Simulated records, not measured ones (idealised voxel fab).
This section sets out a process module, namely voxel ribs on slabs.
Section shown: cut. Width: 290 nm. Cell size: 5 nm, square.
Cross-section = grid of square cells, listed top down in bands; band = one or more rows.
Band: top and bottom heights (nm) first, top before bottom; then materials from left to right, widths in nm. "everywhere" marks a sole material filling the band edge to edge. "air" denotes empty space.
Heights are reckoned from 0. Under this level, the received wafer is all of one material. The bottommost band is open-ended downward, for example "z 0 and below".
A width given as "30 to 40" starts at the first number in the band's top row and ends at the second number in its bottom row, shifting by an equal amount at every step from row to row.
Take "all unchanged" at face value: in the step it is given for, the cross-section changed in none of its cells.
The label "Entrapped void list" introduces a list of the empty spaces, 8 cells or larger, that have no open way up to the top; each entry in it reads width x height at distance, where the distance is taken from the left edge and all three are stated in nm.
The remark found on a step's line after its settings is issued by the simulator itself and pertains to that step.
You can add "overlay nm" to a step's line. For a step with a mask, it describes how far the mask lay to the right of its planned position, and a negative number describes a lay to the left.

THE STEPS PLANNED FOR THE PROCESS ARE AS FOLLOWS
1 RECEIVE | material Si
2 DIRECTIONAL_DEP | material SiO2 | thk nm 25
3 DIRECTIONAL_DEP | material SiN | thk nm 15
4 DIRECTIONAL_DEP | material aC | thk nm 15
5 PATTERN | tone cover | mask id RIB | material resist | width nm 25 | thk nm 30 | overlay nm 0
6 DIRECTIONAL_ETCH | etch materials aC | depth nm 15
7 STRIP | etch materials resist
8 DIRECTIONAL_ETCH | etch materials SiN | depth nm 10
9 STRIP | etch materials aC
10 DIRECTIONAL_DEP | material aC | thk nm 10
11 PATTERN | tone cover | mask id SLAB | material resist | width nm 85 | thk nm 25 | overlay nm 0
12 DIRECTIONAL_ETCH | etch materials aC | depth nm 10
13 STRIP | etch materials resist
14 DIRECTIONAL_ETCH | etch materials SiN | depth nm 5
15 STRIP | etch materials aC
16 FILL_DEP | material SiO2 | thk nm 15
17 CMP | height nm 50
18 DIRECTIONAL_DEP | material TiN | thk nm 10
19 DIRECTIONAL_DEP | material aC | thk nm 15
20 PATTERN | tone cover | mask id HEATER | material resist | width nm 35 | thk nm 30 | overlay nm 0
21 DIRECTIONAL_ETCH | etch materials aC | depth nm 15
22 STRIP | etch materials resist
23 DIRECTIONAL_ETCH | etch materials TiN | depth nm 10
24 STRIP | etch materials aC
25 CONFORMAL_DEP | material SiN | thk nm 10

SO THIS IS THE INCOMING WAFER IN CROSS-SECTION - IT'S ALREADY BEEN THROUGH STEP 1
	z 0 and below  Si everywhere
	Entrapped void list: none

LOOKING AT THE FIRST OF TWO WAFERS IN CROSS-SECTION AT END OF MODULE - RAN TO PLAN
	z 70 to 60  115 nm air / 55 nm SiN / 120 nm air
	z 60 to 50  125 nm SiN / 35 nm TiN / 130 nm SiN
	z 50 to 40  SiO2 everywhere
	z 40 to 30  130 nm SiO2 / 25 nm SiN / 135 nm SiO2
	z 30 to 25  100 nm SiO2 / 85 nm SiN / 105 nm SiO2
	z 25 to 0  SiO2 everywhere
	z 0 and below  Si everywhere
	Entrapped void list: none

SECOND WAFER CROSS-SECTION AT END OF MODULE - SHARED START AND PLAN WITH THE FIRST, ONE MISTAKE IN THE RUN
	z 70 to 60  115 nm air / 55 nm SiN / 120 nm air
	z 60 to 50  125 nm SiN / 35 nm TiN / 130 nm SiN
	z 50 to 40  SiO2 everywhere
	z 40 to 30  140 nm SiO2 / 25 nm SiN / 125 nm SiO2
	z 30 to 25  100 nm SiO2 / 85 nm SiN / 105 nm SiO2
	z 25 to 0  SiO2 everywhere
	z 0 and below  Si everywhere
	Entrapped void list: none
Processing error: step 5 was not run as planned; what actually ran was PATTERN | tone cover | mask id RIB | material resist | width nm 25 | thk nm 30 | overlay nm 10
The two final wafers agree on how many cells each material fills and disagree on which cells those are.
